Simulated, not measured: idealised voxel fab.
This section sets out a process module, namely voxel fin reveal.
cross-section cut | 165 nm wide | cells 5 nm
Reading order for cross-sections: top band down to bottom band. Underlying form: a grid of square cells. Band size: one or more rows of cells.
Heights first: top, then bottom, in nm. Then materials, left to right, each with a width in nm. "throughout" on a single material: fills the band edge to edge. "empty": empty space.
The reference from which all heights are counted is 0, the level beneath which the as-received wafer is entirely one material; the lowest band, having no lower bound, proceeds downward and is written after the example "from 0 down".
So if you see something like "30..40" for the width, read it as the top row of the band sitting at the first number and the bottom row at the second, with every row in between moving by the same amount as the last.
No cell of the cross-section changed in a step that is given as "nothing altered".
Empty spaces without an open route to the top, at least 8 cells in extent, make up the entry "Closed void entries"; each is given as width x height at distance, where the distance is measured from the left edge, and all are in nm.
Step line, after settings: the simulator's comment on this step.
When a step includes a mask, the "overlay nm" setting on its line states how far to the right of its planned place that mask lay, and negative values state how far to the left.
### Process steps foreseen in the plan
1,op RECEIVE | material Si
2,op CONFORMAL_DEP | material SiN | thk nm 5
3,op PATTERN | tone cover | mask id FINS | material resist | width nm 15 | pitch nm 35 | thk nm 20 | overlay nm 0
4,op DIRECTIONAL_ETCH | etch materials SiN | depth nm 5
5,op DIRECTIONAL_ETCH | etch materials Si | depth nm 30
6,op STRIP | etch materials resist
7,op OXIDIZE | depth nm 5
8,op FILL_DEP | material SiO2 | thk nm 5
9,op CMP | height nm 5
10,op SELECTIVE_ETCH | etch materials SiO2 | depth nm 20
11,op STRIP | etch materials SiN
12,op CONFORMAL_DEP | material HfO2 | thk nm 5
### So this is the incoming wafer in cross-section - it's already been through step 1
    from 0 down  Si throughout
    Closed void entries: none
### End state of the module in cross-section, given the above starting point and plan and one mistake in execution
    from 5 to 0  20 of HfO2 | 15 of empty | 20 of HfO2 | 15 of empty | 20 of HfO2 | 15 of empty | 20 of HfO2 | 15 of empty | 25 of HfO2
    from 0 to -10  15 of Si | 5 of HfO2 | 15 of empty | 5 of HfO2 | 10 of Si | 5 of HfO2 | 15 of empty | 5 of HfO2 | 10 of Si | 5 of HfO2 | 15 of empty | 5 of HfO2 | 10 of Si | 5 of HfO2 | 15 of empty | 5 of HfO2 | 20 of Si
    from -10 to -15  15 of Si | 25 of HfO2 | 10 of Si | 25 of HfO2 | 10 of Si | 25 of HfO2 | 10 of Si | 25 of HfO2 | 20 of Si
    from -15 to -35  15 of Si | 25 of SiO2 | 10 of Si | 25 of SiO2 | 10 of Si | 25 of SiO2 | 10 of Si | 25 of SiO2 | 20 of Si
    from -35 down  Si throughout
    Closed void entries: none
It is concluded that the wafer was processed incorrectly with respect to the plan, in that step 3: run off-plan, actual operation and settings op PATTERN | tone open | mask id FINS | material resist | width nm 15 | pitch nm 35 | thk nm 20 | overlay nm 0
